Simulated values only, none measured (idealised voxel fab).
This section sets out a process module, namely voxel tone inversion.
170 nm wide, 5 nm square cells: that's cross-section cut.
Reading order for cross-sections: top band down to bottom band. Underlying form: a grid of square cells. Band size: one or more rows of cells.
Band: top height; bottom height; in nm. Then, left to right: material with width in nm, for each material. "everywhere": a single material spanning edge to edge. "blank": empty space.
Note: height 0 marks the level under which the wafer is uniformly one material as received. Lowest band unbounded below, written "z 0 and below".
A width such as "30 to 40" changes by the same amount from each row of cells to the next, from the band's top row to its bottom row.
Step marked "nothing different"? Then no cell in the cross-section changed in it.
For the entry "Voids, fully enclosed", the listed items are empty spaces with no open way to the top whose size is 8 cells or more; each item follows the pattern width x height at distance, where distance is from the left edge and all three are in nm.
Formally, on a step line, whatever follows the settings is a remark that the simulator itself makes on the step.
The "overlay nm" setting may appear on a step's line; for a step that uses a mask, it gives how far to the right of its planned position the mask lay, and a negative value indicates the left.

-- Here's what the planned process steps look like
| 1 | RECEIVE with material Si |
| 2 | CONFORMAL_DEP with material SiN, thk nm 5 |
| 3 | DIRECTIONAL_DEP with material aC, thk nm 15 |
| 4 | PATTERN with tone cover, mask id POSTS, material resist, width nm 20, pitch nm 40, thk nm 20, overlay nm 0 |
| 5 | DIRECTIONAL_ETCH with etch materials aC, depth nm 15 |
| 6 | STRIP with etch materials resist |
| 7 | FILL_DEP with material SiO2, thk nm 5 |
| 8 | CMP with height nm 20 |
| 9 | STRIP with etch materials aC |

-- First wafer of two (run as planned)

-- Cross-section, incoming material, after step 1
- z 0 and below: Si everywhere
- Voids, fully enclosed: none

-- You're looking at a cross-section of the wafer after step 2
- z 5 to 0: SiN everywhere
- Below a height of 0, the structure has not been altered.

-- You're looking at a cross-section of the wafer after step 3
- z 20 to 5: aC everywhere
- Below a height of 5, the structure has not been altered.

-- You're looking at a cross-section of the wafer after step 4
- z 40 to 20: blank 15, resist 20, blank 20, resist 20, blank 20, resist 20, blank 20, resist 20, blank 15
- Below a height of 20, the structure has not been altered.

-- You're looking at a cross-section of the wafer after step 5
- z 25 to 20: blank 15, resist 20, blank 20, resist 20, blank 20, resist 20, blank 20, resist 20, blank 15
- z 20 to 5: blank 15, aC 20, blank 20, aC 20, blank 20, aC 20, blank 20, aC 20, blank 15
- Below a height of 5, the structure has not been altered.

-- You're looking at a cross-section of the wafer after step 6
- z 20 to 5: blank 15, aC 20, blank 20, aC 20, blank 20, aC 20, blank 20, aC 20, blank 15
- Below a height of 5, the structure has not been altered.

-- You're looking at a cross-section of the wafer after step 7
- z 25 to 20: SiO2 everywhere
- z 20 to 5: SiO2 15, aC 20, SiO2 20, aC 20, SiO2 20, aC 20, SiO2 20, aC 20, SiO2 15
- Below a height of 5, the structure has not been altered.

-- You're looking at a cross-section of the wafer after step 8
- z 20 to 5: SiO2 15, aC 20, SiO2 20, aC 20, SiO2 20, aC 20, SiO2 20, aC 20, SiO2 15
- Below a height of 5, the structure has not been altered.

-- You're looking at a cross-section of the wafer after step 9
- z 20 to 5: SiO2 15, blank 20, SiO2 20, blank 20, SiO2 20, blank 20, SiO2 20, blank 20, SiO2 15
- Below a height of 5, the structure has not been altered.

-- For the second wafer, take the first wafer's start and plan, then add one mistake made in running it; everything through step 1, that step included, is shared with the first

Cross-section of the second wafer when, according to plan, step 2 should have finished: nothing different

-- Cross-section of the second wafer when, according to plan, step 3 should have finished
- z 15 to 0: aC everywhere
- Below a height of 0, the structure has not been altered.

-- Cross-section of the second wafer when, according to plan, step 4 should have finished
- z 35 to 15: blank 15, resist 20, blank 20, resist 20, blank 20, resist 20, blank 20, resist 20, blank 15
- Below a height of 15, the structure has not been altered.

-- Cross-section of the second wafer when, according to plan, step 5 should have finished
- z 20 to 15: blank 15, resist 20, blank 20, resist 20, blank 20, resist 20, blank 20, resist 20, blank 15
- z 15 to 0: blank 15, aC 20, blank 20, aC 20, blank 20, aC 20, blank 20, aC 20, blank 15
- Below a height of 0, the structure has not been altered.

-- Cross-section of the second wafer when, according to plan, step 6 should have finished
- z 15 to 0: blank 15, aC 20, blank 20, aC 20, blank 20, aC 20, blank 20, aC 20, blank 15
- Below a height of 0, the structure has not been altered.

-- Cross-section of the second wafer when, according to plan, step 7 should have finished
- z 20 to 15: SiO2 everywhere
- z 15 to 0: SiO2 15, aC 20, SiO2 20, aC 20, SiO2 20, aC 20, SiO2 20, aC 20, SiO2 15
- Below a height of 0, the structure has not been altered.

Cross-section of the second wafer when, according to plan, step 8 should have finished: nothing different

Cross-section of the second wafer when, according to plan, step 9 should have finished: nothing different
The mistake made against the process plan was this: step 2 of the plan was bypassed and not carried out
It is noted that, at the conclusion of processing, the second wafer exhibits a higher or lower cell count for certain materials relative to the first: SiN: 34 fewer, SiO2: 34 more, aC: 48 more
